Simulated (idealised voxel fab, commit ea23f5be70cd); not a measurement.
Title: Process Module voxel self aligned vias
We display cut, a cross-section 295 nm in width whose square cells are each 5 nm.
Cross-section = grid of square cells, listed top down in bands; band = one or more rows. Top height, bottom height, nm. Materials left to right, width each, nm. Single material + "throughout" = fills band edge to edge. "blank" = empty. Counting heights begins at 0, where everything beneath is, in the wafer as received, one material. The lowest band has no bottom; it goes on downwards, as "0 nm and below" shows. With a width like "30 to 40", each row of cells in the band differs from the next by the same amount, the top row carrying the first number and the bottom row the second. Step marked "left unchanged"? Then no cell in the cross-section changed in it. Empty spaces counting at least 8 cells and having no open way to the top are listed in "Closed cavity list". The notation width x height at distance is used for each, the distance being from the left edge and all three values in nm. Note: text after step settings on the step line = simulator remark on that step. The "overlay nm" setting may appear on a step's line; for a step that uses a mask, it gives how far to the right of its planned position the mask lay, and a negative value indicates the left.

# These are the steps we planned for the process
step 1: RECEIVE,material Si
step 2: CONFORMAL_DEP,material SiO2,thk nm 10
step 3: CONFORMAL_DEP,material SiCN,thk nm 5
step 4: DIRECTIONAL_DEP,material SiO2,thk nm 25
step 5: MASKED_ETCH,tone open,mask id LINES,width nm 20,pitch nm 55,etch materials SiO2,depth nm 25,overlay nm 0
step 6: CONFORMAL_DEP,material TiN,thk nm 5
step 7: FILL_DEP,material W,thk nm 10
step 8: CMP,height nm 40
step 9: SELECTIVE_ETCH,etch materials W Ru TiN,depth nm 10
step 10: FILL_DEP,material SiN,thk nm 10
step 11: CMP,height nm 40
step 12: DIRECTIONAL_DEP,material SiO2,thk nm 20
step 13: MASKED_ETCH,tone open,mask id VIAS,width nm 40,pitch nm 55,etch materials SiO2,depth nm 20,overlay nm 0
step 14: MASKED_ETCH,tone open,mask id VIAS,width nm 40,pitch nm 55,etch materials SiN,depth nm 10,overlay nm 0
step 15: CONFORMAL_DEP,material TiN,thk nm 5
step 16: FILL_DEP,material Cu,thk nm 10
step 17: CMP,height nm 60
step 18: CONFORMAL_DEP,material SiCN,thk nm 5

# As received (post step 1): cross-section
- 0 nm and below = Si throughout
- Closed cavity list: none

# Post-module cross-section of the first of two wafers (run per plan)
- 65 nm to 60 nm = SiCN throughout
- 60 nm to 45 nm = 70 of SiO2, then 5 of TiN, then 30 of Cu, then 5 of TiN, then 15 of SiO2, then 5 of TiN, then 30 of Cu, then 5 of TiN, then 15 of SiO2, then 5 of TiN, then 30 of Cu, then 5 of TiN, then 75 of SiO2
- 45 nm to 35 nm = 70 to 80 of SiO2, then 15 to 5 of TiN, then 10 of Cu, then 15 to 5 of TiN, then 15 to 35 of SiO2, then 15 to 5 of TiN, then 10 of Cu, then 15 to 5 of TiN, then 15 to 35 of SiO2, then 15 to 5 of TiN, then 10 of Cu, then 15 to 5 of TiN, then 75 to 85 of SiO2
- 35 nm to 30 nm = 80 of SiO2, then 20 of TiN, then 35 of SiO2, then 20 of TiN, then 35 of SiO2, then 20 of TiN, then 85 of SiO2
- 30 nm to 20 nm = 80 of SiO2, then 5 of TiN, then 10 of W, then 5 of TiN, then 35 of SiO2, then 5 of TiN, then 10 of W, then 5 of TiN, then 35 of SiO2, then 5 of TiN, then 10 of W, then 5 of TiN, then 85 of SiO2
- 20 nm to 15 nm = 80 of SiO2, then 20 of TiN, then 35 of SiO2, then 20 of TiN, then 35 of SiO2, then 20 of TiN, then 85 of SiO2
- 15 nm to 10 nm = SiCN throughout
- 10 nm to 0 nm = SiO2 throughout
- 0 nm and below = Si throughout
- Closed cavity list: none

# Cross-sectional view: second of two wafers, end of module; start and plan identical to the first, one mistake in running
- 65 nm to 60 nm = SiCN throughout
- 60 nm to 45 nm = 65 of Cu, then 5 of TiN, then 40 of SiO2, then 5 of TiN, then 5 of Cu, then 5 of TiN, then 40 of SiO2, then 5 of TiN, then 5 of Cu, then 5 of TiN, then 40 of SiO2, then 5 of TiN, then 70 of Cu
- 45 nm to 40 nm = 70 of TiN, then 40 of SiO2, then 15 of TiN, then 40 of SiO2, then 15 of TiN, then 40 of SiO2, then 75 of TiN
- 40 nm to 30 nm = 80 of SiO2, then 20 of SiN, then 35 of SiO2, then 20 of SiN, then 35 of SiO2, then 20 of SiN, then 85 of SiO2
- 30 nm to 20 nm = 80 of SiO2, then 5 of TiN, then 10 of W, then 5 of TiN, then 35 of SiO2, then 5 of TiN, then 10 of W, then 5 of TiN, then 35 of SiO2, then 5 of TiN, then 10 of W, then 5 of TiN, then 85 of SiO2
- 20 nm to 15 nm = 80 of SiO2, then 20 of TiN, then 35 of SiO2, then 20 of TiN, then 35 of SiO2, then 20 of TiN, then 85 of SiO2
- 15 nm to 10 nm = SiCN throughout
- 10 nm to 0 nm = SiO2 throughout
- 0 nm and below = Si throughout
- Closed cavity list: none
It is concluded that the wafer was processed incorrectly with respect to the plan, in that step 13, actual vs plan mismatch, actual run MASKED_ETCH,tone cover,mask id VIAS,width nm 40,pitch nm 55,etch materials SiO2,depth nm 20,overlay nm 0
Upon completion, the second wafer contains, in terms of cells, a greater or smaller amount of certain materials than the first wafer: Cu: 21 more, SiN: 24 more, SiO2: 44 fewer, TiN: 1 fewer
